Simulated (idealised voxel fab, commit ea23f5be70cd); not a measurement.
Proc. module: voxel wiring stack
FYI the section here is cut, 200 nm wide, cells are 5 nm squares.
Cross-section layout: square cells on a grid; listed as bands, top to bottom; a band spans one or more cell rows.
For a band, the entry starts with two heights in nm, that of the top and then that of the bottom, and carries on with the band's materials in order from left to right, each alongside its width in nm; the word "all across" beside a single material means it fills the band edge to edge, and "air" means empty space.
Below 0: as-received wafer, all one material; heights counted from there. Lowest band: no bottom, goes on down, written "top 0, no bottom".
With a width like "30..40", each row of cells in the band differs from the next by the same amount, the top row carrying the first number and the bottom row the second.
"no modification" -> step changed no cross-section cell.
Empty spaces counting at least 8 cells and having no open way to the top are listed in "Closed void register". The notation width x height at distance is used for each, the distance being from the left edge and all three values in nm.
Whatever follows a step's settings on its line is a remark the simulator itself makes about that step.
overlay nm: how far to the right of its planned place the mask lay on this masked step (negative: to the left).

The planned process steps are enumerated hereunder
1,RECEIVE (material Si)
2,CONFORMAL_DEP (material SiO2; thk nm 15)
3,DIRECTIONAL_DEP (material TiN; thk nm 5)
4,DIRECTIONAL_DEP (material Ru; thk nm 15)
5,MASKED_ETCH (tone cover; mask id METAL_1; width nm 25; pitch nm 50; etch materials Ru; depth nm 15; overlay nm 0)
6,MASKED_ETCH (tone cover; mask id METAL_1; width nm 25; pitch nm 50; etch materials TiN; depth nm 5; overlay nm 0)
7,CONFORMAL_DEP (material SiCN; thk nm 5)
8,FILL_DEP (material SiO2; thk nm 5)
9,CMP (height nm 35)
10,CONFORMAL_DEP (material SiCN; thk nm 5)
11,DIRECTIONAL_DEP (material SiO2; thk nm 20)
12,DIRECTIONAL_DEP (material aC; thk nm 10)
13,PATTERN (tone open; mask id PLUG_1; material resist; width nm 15; pitch nm 50; thk nm 25; overlay nm 0)
14,DIRECTIONAL_ETCH (etch materials aC; depth nm 10)
15,STRIP (etch materials resist)
16,DIRECTIONAL_ETCH (etch materials SiO2; depth nm 20)
17,DIRECTIONAL_ETCH (etch materials SiCN; depth nm 5)
18,STRIP (etch materials aC)
19,EPI (material Ru; thk nm 10)
20,EPI (material Ru; thk nm 10)
21,EPI (material Ru; thk nm 5)
22,DIRECTIONAL_DEP (material TiN; thk nm 5)
23,DIRECTIONAL_DEP (material Ru; thk nm 20)
24,MASKED_ETCH (tone cover; mask id METAL_2; width nm 25; pitch nm 50; etch materials Ru; depth nm 20; overlay nm 0)
25,MASKED_ETCH (tone cover; mask id METAL_2; width nm 25; pitch nm 50; etch materials TiN; depth nm 5; overlay nm 0)
26,CONFORMAL_DEP (material SiN; thk nm 5)
27,FILL_DEP (material SiO2; thk nm 10)
28,CMP (height nm 85)
29,CONFORMAL_DEP (material SiCN; thk nm 5)
30,DIRECTIONAL_DEP (material lowk; thk nm 15)
31,PATTERN (tone open; mask id PLUG_2; material resist; width nm 15; thk nm 15; overlay nm 0)
32,DIRECTIONAL_ETCH (etch materials lowk; depth nm 15)
33,DIRECTIONAL_ETCH (etch materials SiCN; depth nm 5)
34,STRIP (etch materials resist)
35,CONFORMAL_DEP (material TiN; thk nm 5)
36,FILL_DEP (material Cu; thk nm 10)
37,CMP (height nm 105)
38,DIRECTIONAL_DEP (material TiN; thk nm 5)
39,DIRECTIONAL_DEP (material Ru; thk nm 15)
40,MASKED_ETCH (tone cover; mask id METAL_3; width nm 25; pitch nm 50; etch materials Ru; depth nm 15; overlay nm 0)
41,MASKED_ETCH (tone cover; mask id METAL_3; width nm 25; pitch nm 50; etch materials TiN; depth nm 5; overlay nm 0)
42,CONFORMAL_DEP (material SiCN; thk nm 5)
43,FILL_DEP (material lowk; thk nm 10)
44,CMP (height nm 125)
45,CONFORMAL_DEP (material SiCN; thk nm 5)

Cross-section of the incoming wafer, state after step 1
    top 0, no bottom: Si all across
    Closed void register: none

Module complete, cross-section. Starting point and plan per above. One mistake made in running the module
    top 130, bottom 125: SiCN all across
    top 125, bottom 110: lowk 55 | SiCN 5 | Ru 25 | SiCN 5 | lowk 15 | SiCN 5 | Ru 25 | SiCN 5 | lowk 60
    top 110, bottom 105: SiCN 60 | TiN 25 | SiCN 25 | TiN 25 | SiCN 65
    top 105, bottom 90: lowk 60 | TiN 5 | Cu 5 | TiN 5 | lowk 125
    top 90, bottom 85: SiCN 60 | TiN 15 | SiCN 125
    top 85, bottom 80: SiO2 55 | SiN 20 | Ru 10 | SiN 5 | SiO2 15 | SiN 20 | Ru 10 | SiN 5 | SiO2 60
    top 80, bottom 65: SiO2 55 | SiN 5 | Ru 25 | SiN 5 | SiO2 15 | SiN 5 | Ru 25 | SiN 5 | SiO2 60
    top 65, bottom 60: SiN 60 | Ru 15 | TiN 10 | SiN 25 | Ru 15 | TiN 10 | SiN 65
    top 60, bottom 55: SiCN 60 | TiN 15 | SiCN 35 | TiN 15 | SiCN 75
    top 55, bottom 35: SiO2 all across
    top 35, bottom 20: SiO2 55 | SiCN 5 | Ru 25 | SiCN 5 | SiO2 15 | SiCN 5 | Ru 25 | SiCN 5 | SiO2 60
    top 20, bottom 15: SiCN 60 | TiN 25 | SiCN 25 | TiN 25 | SiCN 65
    top 15, bottom 0: SiO2 all across
    top 0, no bottom: Si all across
    Closed void register: none
What went wrong in running the wafer? step 11 occupied the plan position of step 10, and the converse holds as well
